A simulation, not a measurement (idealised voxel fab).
Proc. module: voxel gate over fins
Each square cell in cross-section cut measures 5 nm, and the section as a whole is 295 nm wide.
In what follows, cross-sections appear as grids of square cells, described through bands that run from the top down, where every band is one or more rows of cells. Per band: top height and bottom height in nm, followed by the left-to-right materials and their widths in nm; "all across" marks a single material spanning edge to edge, "empty" marks empty space. Height 0 is the level under which the wafer as received is all one material. The lowest band goes on downwards, as in "from 0 down". You'd read "30..40" like this: the band's top row of cells is as wide as the first number, its bottom row is as wide as the second, and going down, every row changes width by the same amount as the row before did. Basically "no alterations made" means that step didn't change any cell in the cross-section. Reported under the label "Closed voids list" are the empty spaces having no open way to the top and comprising 8 cells or more; the notation for each is width x height at distance, in which the distance is measured from the left edge and all three values are in nm. Note: text after step settings on the step line = simulator remark on that step. The "overlay nm" setting may appear on a step's line; for a step that uses a mask, it gives how far to the right of its planned position the mask lay, and a negative value indicates the left.
This section lists the process steps that were planned:
1 RECEIVE with material Si
2 CONFORMAL_DEP with material SiN, thk nm 10
3 DIRECTIONAL_DEP with material aC, thk nm 15
4 PATTERN with tone cover, mask id FINS, material resist, width nm 15, pitch nm 60, thk nm 30, overlay nm 0
5 DIRECTIONAL_ETCH with etch materials aC, depth nm 15
6 STRIP with etch materials resist
7 DIRECTIONAL_ETCH with etch materials SiN, depth nm 10
8 DIRECTIONAL_ETCH with etch materials Si, depth nm 35
9 STRIP with etch materials aC
10 FILL_DEP with material SiO2, thk nm 15
11 CMP with height nm 10
12 DIRECTIONAL_DEP with material aC, thk nm 15
13 PATTERN with tone open, mask id RAIL, material resist, width nm 15, thk nm 30, overlay nm 0
14 DIRECTIONAL_ETCH with etch materials aC, depth nm 15
15 STRIP with etch materials resist
16 DIRECTIONAL_ETCH with etch materials SiO2, depth nm 40
17 STRIP with etch materials aC
18 CONFORMAL_DEP with material TiN, thk nm 5
19 FILL_DEP with material W, thk nm 10
20 CMP with height nm 10
21 SELECTIVE_ETCH with etch materials W Ru TiN, depth nm 25
22 FILL_DEP with material SiO2, thk nm 5
23 CMP with height nm 10
24 SELECTIVE_ETCH with etch materials SiO2, depth nm 20
25 STRIP with etch materials SiN
26 CONFORMAL_DEP with material HfO2, thk nm 5
27 CONFORMAL_DEP with material TiN, thk nm 5
28 CONFORMAL_DEP with material TiAl, thk nm 5
29 CONFORMAL_DEP with material TiN, thk nm 5
30 FILL_DEP with material W, thk nm 10
31 CMP with height nm 25
32 CONFORMAL_DEP with material SiCN, thk nm 5
The cross-section here shows the wafer as received, i.e. in its state after step 1:
from 0 down: Si all across
Closed voids list: none
Looking at the first of two wafers in cross-section at end of module - ran to plan:
from 30 to 25: SiCN all across
from 25 to 20: W all across
from 20 to 15: W=90 | TiN=55 | W=5 | TiN=55 | W=90
from 15 to 10: W=90 | TiN=5 | TiAl=45 | TiN=5 | W=5 | TiN=5 | TiAl=45 | TiN=5 | W=90
from 10 to 5: TiN=95 | TiAl=5 | TiN=35 | TiAl=5 | TiN=15 | TiAl=5 | TiN=35 | TiAl=5 | TiN=95
from 5 to 0: TiAl=100 | TiN=5 | HfO2=25 | TiN=5 | TiAl=25 | TiN=5 | HfO2=25 | TiN=5 | TiAl=100
from 0 to -5: TiN=105 | HfO2=5 | Si=15 | HfO2=5 | TiN=35 | HfO2=5 | Si=15 | HfO2=5 | TiN=105
from -5 to -10: HfO2=110 | Si=15 | HfO2=45 | Si=15 | HfO2=110
from -10 to -15: SiO2=110 | Si=15 | SiO2=45 | Si=15 | SiO2=110
from -15 to -25: SiO2=110 | Si=15 | SiO2=15 | TiN=5 | W=5 | TiN=5 | SiO2=15 | Si=15 | SiO2=110
from -25 to -30: SiO2=110 | Si=15 | SiO2=15 | TiN=15 | SiO2=15 | Si=15 | SiO2=110
from -30 to -35: SiO2=110 | Si=15 | SiO2=45 | Si=15 | SiO2=110
from -35 down: Si all across
Closed voids list: none
Cross-section at end of module for the second wafer of two, which matched the first in starting point and plan and differed by one mistake in its processing:
from 30 to 25: SiCN all across
from 25 to 20: W all across
from 20 to 15: W=90 | TiN=55 | W=5 | TiN=55 | W=90
from 15 to 10: W=90 | TiN=5 | TiAl=45 | TiN=5 | W=5 | TiN=5 | TiAl=45 | TiN=5 | W=90
from 10 to 5: TiN=95 | TiAl=5 | TiN=35 | TiAl=5 | TiN=15 | TiAl=5 | TiN=35 | TiAl=5 | TiN=95
from 5 to 0: TiAl=100 | TiN=5 | HfO2=25 | TiN=5 | TiAl=25 | TiN=5 | HfO2=25 | TiN=5 | TiAl=100
from 0 to -5: TiN=105 | HfO2=5 | Si=15 | HfO2=5 | TiN=35 | HfO2=5 | Si=15 | HfO2=5 | TiN=105
from -5 to -10: HfO2=110 | Si=15 | HfO2=45 | Si=15 | HfO2=110
from -10 to -15: SiO2=110 | Si=15 | SiO2=45 | Si=15 | SiO2=110
from -15 to -25: W=105 | TiN=5 | Si=15 | TiN=5 | W=5 | TiN=5 | SiO2=15 | TiN=5 | W=5 | TiN=5 | Si=15 | TiN=5 | W=105
from -25 to -30: TiN=110 | Si=15 | TiN=15 | SiO2=15 | TiN=15 | Si=15 | TiN=110
from -30 to -35: SiO2=110 | Si=15 | SiO2=45 | Si=15 | SiO2=110
from -35 down: Si all across
Closed voids list: none
Here's what went sideways: step 13 did not use the planned setting and instead ran as PATTERN with tone cover, mask id RAIL, material resist, width nm 15, thk nm 30, overlay nm 0
Materials where the second wafer ends with more or fewer cells than the first: SiO2: 141 fewer; TiN: 55 more; W: 86 more
